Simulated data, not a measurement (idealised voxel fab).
This section sets out a process module, namely voxel self aligned vias.
Each square cell in cross-section cut measures 5 nm, and the section as a whole is 295 nm wide.
In this document a cross-section is written as a grid of square cells. It is given as a series of bands, listed from the top down, and a band is one or more rows of cells.
Each band's line starts with the height of the band's top and of its bottom, in nm. Then come its materials from left to right, each with its width in nm. One material with "full width" fills the band from edge to edge. "blank" is empty space.
Zero point of the height axis is 0; under it, received wafer = one material. Lowest band: continues down indefinitely, "0..down".
The notation "30..40" denotes a width that varies across the rows of cells in the band, beginning at the first number in the top row, finishing at the second number in the bottom row, and changing by an identical amount from each row to the next.
Where a step carries "nothing changed", the cross-section came out of it unchanged, cell for cell.
This entry, "Cavities, sealed", enumerates those empty regions of no fewer than 8 cells that possess no open connection to the top. Each region is reported in the form width x height at distance, the distance being taken from the left edge, with all three quantities expressed in nm.
If you see something after the settings on a step's line, that's the simulator's own remark about that step.
"overlay nm" denotes, for a step that has a mask, the displacement of the mask to the right of its planned place, with negative values corresponding to the left.
**The planned process steps are enumerated hereunder**
1. RECEIVE [material Si]
2. CONFORMAL_DEP [material SiO2] [thk nm 10]
3. CONFORMAL_DEP [material SiCN] [thk nm 5]
4. DIRECTIONAL_DEP [material lowk] [thk nm 25]
5. DIRECTIONAL_DEP [material aC] [thk nm 10]
6. PATTERN [tone open] [mask id LINES] [material resist] [width nm 25] [pitch nm 50] [thk nm 30] [overlay nm -15]
7. DIRECTIONAL_ETCH [etch materials aC] [depth nm 10]
8. STRIP [etch materials resist]
9. DIRECTIONAL_ETCH [etch materials lowk] [depth nm 25]
10. STRIP [etch materials aC]
11. CONFORMAL_DEP [material TiN] [thk nm 5]
12. FILL_DEP [material Ru] [thk nm 5]
13. CMP [height nm 40]
14. SELECTIVE_ETCH [etch materials W Ru TiN] [depth nm 5]
15. FILL_DEP [material SiN] [thk nm 10]
16. CMP [height nm 40]
17. DIRECTIONAL_DEP [material lowk] [thk nm 15]
18. PATTERN [tone open] [mask id VIAS] [material resist] [width nm 35] [thk nm 15] [overlay nm 0]
19. DIRECTIONAL_ETCH [etch materials lowk] [depth nm 15]
20. DIRECTIONAL_ETCH [etch materials SiN] [depth nm 5]
21. STRIP [etch materials resist]
22. CONFORMAL_DEP [material TiN] [thk nm 5]
23. FILL_DEP [material Cu] [thk nm 10]
24. CMP [height nm 55]
25. CONFORMAL_DEP [material SiCN] [thk nm 5]
Same starting wafers, different overlay nm at step 6. Plan value belongs to the first wafer.
**The first of several wafers in cross-section, exactly as it reached us after step 1**
  0..down  Si full width
  Cavities, sealed: none
**Once step 25, the last step, is complete, the module is at its end; this is the cross-section of the first of several wafers**
  60..55  SiCN full width
  55..45  lowk=105, then TiN=5, then Cu=25, then TiN=5, then lowk=155
  45..40  lowk=105, then TiN=5, then Cu=5, then TiN=25, then lowk=155
  40..35  lowk=95, then SiN=10, then TiN=15, then lowk=25, then SiN=25, then lowk=125
  35..20  lowk=95, then TiN=5, then Ru=15, then TiN=5, then lowk=25, then TiN=5, then Ru=15, then TiN=5, then lowk=125
  20..15  lowk=95, then TiN=25, then lowk=25, then TiN=25, then lowk=125
  15..10  SiCN full width
  10..0  SiO2 full width
  0..down  Si full width
  Cavities, sealed: none
**X-section, last wafer, module end**
  60..55  SiCN full width
  55..45  lowk=105, then TiN=5, then Cu=25, then TiN=5, then lowk=155
  45..40  lowk=105, then TiN=25, then Cu=5, then TiN=5, then lowk=155
  40..35  lowk=125, then TiN=15, then SiN=10, then lowk=25, then SiN=25, then lowk=95
  35..20  lowk=125, then TiN=5, then Ru=15, then TiN=5, then lowk=25, then TiN=5, then Ru=15, then TiN=5, then lowk=95
  20..15  lowk=125, then TiN=25, then lowk=25, then TiN=25, then lowk=95
  15..10  SiCN full width
  10..0  SiO2 full width
  0..down  Si full width
  Cavities, sealed: none
**Per-wafer rows below. For each material: cells gained (+) or lost (-) since the wafer was received, as of end of module. Then: closed voids**
overlay nm -15 | +11 Cu | +18 Ru | +118 SiCN | +7 SiN | +118 SiO2 | +35 TiN | +401 lowk | Cavities, sealed: none
overlay nm -10 | +12 Cu | +18 Ru | +118 SiCN | +6 SiN | +118 SiO2 | +35 TiN | +401 lowk | Cavities, sealed: none
overlay nm -5 | +13 Cu | +18 Ru | +118 SiCN | +5 SiN | +118 SiO2 | +35 TiN | +401 lowk | Cavities, sealed: none
overlay nm 0 | +13 Cu | +18 Ru | +118 SiCN | +5 SiN | +118 SiO2 | +35 TiN | +401 lowk | Cavities, sealed: none
overlay nm 5 | +13 Cu | +18 Ru | +118 SiCN | +5 SiN | +118 SiO2 | +35 TiN | +401 lowk | Cavities, sealed: none
overlay nm 10 | +12 Cu | +18 Ru | +118 SiCN | +6 SiN | +118 SiO2 | +35 TiN | +401 lowk | Cavities, sealed: none
overlay nm 15 | +11 Cu | +18 Ru | +118 SiCN | +7 SiN | +118 SiO2 | +35 TiN | +401 lowk | Cavities, sealed: none
